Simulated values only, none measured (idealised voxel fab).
This is a process module. Its name is voxel ribs on slabs.
Square cells of 5 nm make up the cross-section cut, whose width is 155 nm.
Cross-section = grid of square cells, listed top down in bands; band = one or more rows. Each band's line starts with the height of the band's top and of its bottom, in nm. Then come its materials from left to right, each with its width in nm. One material with "throughout" fills the band from edge to edge. "empty" is empty space. For the purposes of this specification, 0 denotes the height below which the wafer in its as-received condition is composed wholly of one material, and the lowermost band, lacking a lower limit, extends downward without end, as expressed in "0 -> down". The width entry "30..40" should be interpreted row by row: the top row of cells in the band takes the first number, the bottom row takes the second number, and the change between adjacent rows is uniform throughout. What does "nothing different" mean for a step? It means no cell of the cross-section changed in that step. Enclosed voids (no open way to top), threshold 8 cells or more, entry "Enclosed void list", notation width x height at distance, distance from left edge, nm. Step line, after settings: the simulator's comment on this step. Regarding "overlay nm": on a step with a mask, it is the distance the mask lay to the right of its planned place; a negative value places it to the left.
The planned process steps are enumerated hereunder
step 1: RECEIVE | material Si
step 2: DIRECTIONAL_DEP | material SiO2 | thk nm 30
step 3: DIRECTIONAL_DEP | material polySi | thk nm 20
step 4: PATTERN | tone cover | mask id RIB | material resist | width nm 15 | thk nm 15 | overlay nm 0
step 5: DIRECTIONAL_ETCH | etch materials polySi | depth nm 10
step 6: STRIP | etch materials resist
step 7: DIRECTIONAL_DEP | material aC | thk nm 15
step 8: PATTERN | tone cover | mask id SLAB | material resist | width nm 75 | thk nm 35 | overlay nm 0
step 9: DIRECTIONAL_ETCH | etch materials aC | depth nm 15
step 10: STRIP | etch materials resist
step 11: DIRECTIONAL_ETCH | etch materials polySi | depth nm 10
step 12: STRIP | etch materials aC
step 13: FILL_DEP | material SiO2 | thk nm 25
step 14: CMP | height nm 65
step 15: DIRECTIONAL_DEP | material W | thk nm 10
step 16: PATTERN | tone cover | mask id HEATER | material resist | width nm 25 | thk nm 15 | overlay nm 0
step 17: DIRECTIONAL_ETCH | etch materials W | depth nm 10
step 18: STRIP | etch materials resist
step 19: CONFORMAL_DEP | material SiO2 | thk nm 5
Here's what the wafer looked like in cross-section when it arrived - that's after step 1
	0 -> down = Si throughout
	Enclosed void list: none
Final cross-section, module run with one mistake (start and plan as above)
	85 -> 80 = empty (60) / SiO2 (35) / empty (60)
	80 -> 75 = empty (60) / SiO2 (5) / W (25) / SiO2 (5) / empty (60)
	75 -> 70 = SiO2 (65) / W (25) / SiO2 (65)
	70 -> 65 = W throughout
	65 -> 50 = SiO2 throughout
	50 -> 40 = SiO2 (70) / polySi (15) / SiO2 (70)
	40 -> 30 = SiO2 (40) / polySi (75) / SiO2 (40)
	30 -> 0 = SiO2 throughout
	0 -> down = Si throughout
	Enclosed void list: none
Plan not followed: step 15 was not run as planned; what actually ran was DIRECTIONAL_DEP | material W | thk nm 15
